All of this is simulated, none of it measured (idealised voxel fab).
process module | voxel lift off
cross-section cut | 210 nm wide | cells 5 nm
A cross-section is a grid of square cells, given in bands from the top down. A band is one or more rows of cells.
Each band's line starts with the height of the band's top and of its bottom, in nm. Then come its materials from left to right, each with its width in nm. One material with "throughout" fills the band from edge to edge. "air" is empty space.
Height 0 is the level under which the wafer as received is all one material. The lowest band goes on downwards, as in "0 down".
A width such as "30 to 40" changes by the same amount from each row of cells to the next, from the band's top row to its bottom row.
"no change" after a step means that no cell of the cross-section changed.
closed voids: empty space of 8 cells or more with no open way to the top, each as width x height at its distance from the left edge, in nm
after a step's settings: what the simulator itself notes on the step
overlay nm, on a step with a mask: how far to the right of its planned place the mask lay; to the left if negative
plan
1 op RECEIVE | material Si
2 op CONFORMAL_DEP | material SiO2 | thk nm 5
3 op PATTERN | tone open | mask id LINES | material resist | width nm 20 | pitch nm 35 | thk nm 20 | overlay nm 0
4 op DIRECTIONAL_DEP | material Ru | thk nm 5
5 op STRIP | etch materials resist
6 op CONFORMAL_DEP | material SiCN | thk nm 10
as received, after step 1
  0 down: Si throughout
  closed voids: none
first wafer at the end, as planned
  20 to 15: air 50 | SiCN 110 | air 50
  15 to 10: SiCN throughout
  10 to 5: SiCN 60 | Ru 20 | SiCN 15 | Ru 20 | SiCN 15 | Ru 20 | SiCN 60
  5 to 0: SiO2 throughout
  0 down: Si throughout
  closed voids: none
second wafer at the end: like start, like plan, one mistake
  20 to 10: SiCN throughout
  10 to 5: Ru 60 | SiCN 20 | Ru 15 | SiCN 20 | Ru 15 | SiCN 20 | Ru 60
  5 to 0: SiO2 throughout
  0 down: Si throughout
  closed voids: none
what went wrong: step 3 ran as: op PATTERN | tone cover | mask id LINES | material resist | width nm 20 | pitch nm 35 | thk nm 20 | overlay nm 0
at the end the second wafer has, in cells: 18 more of Ru | 2 more of SiCN
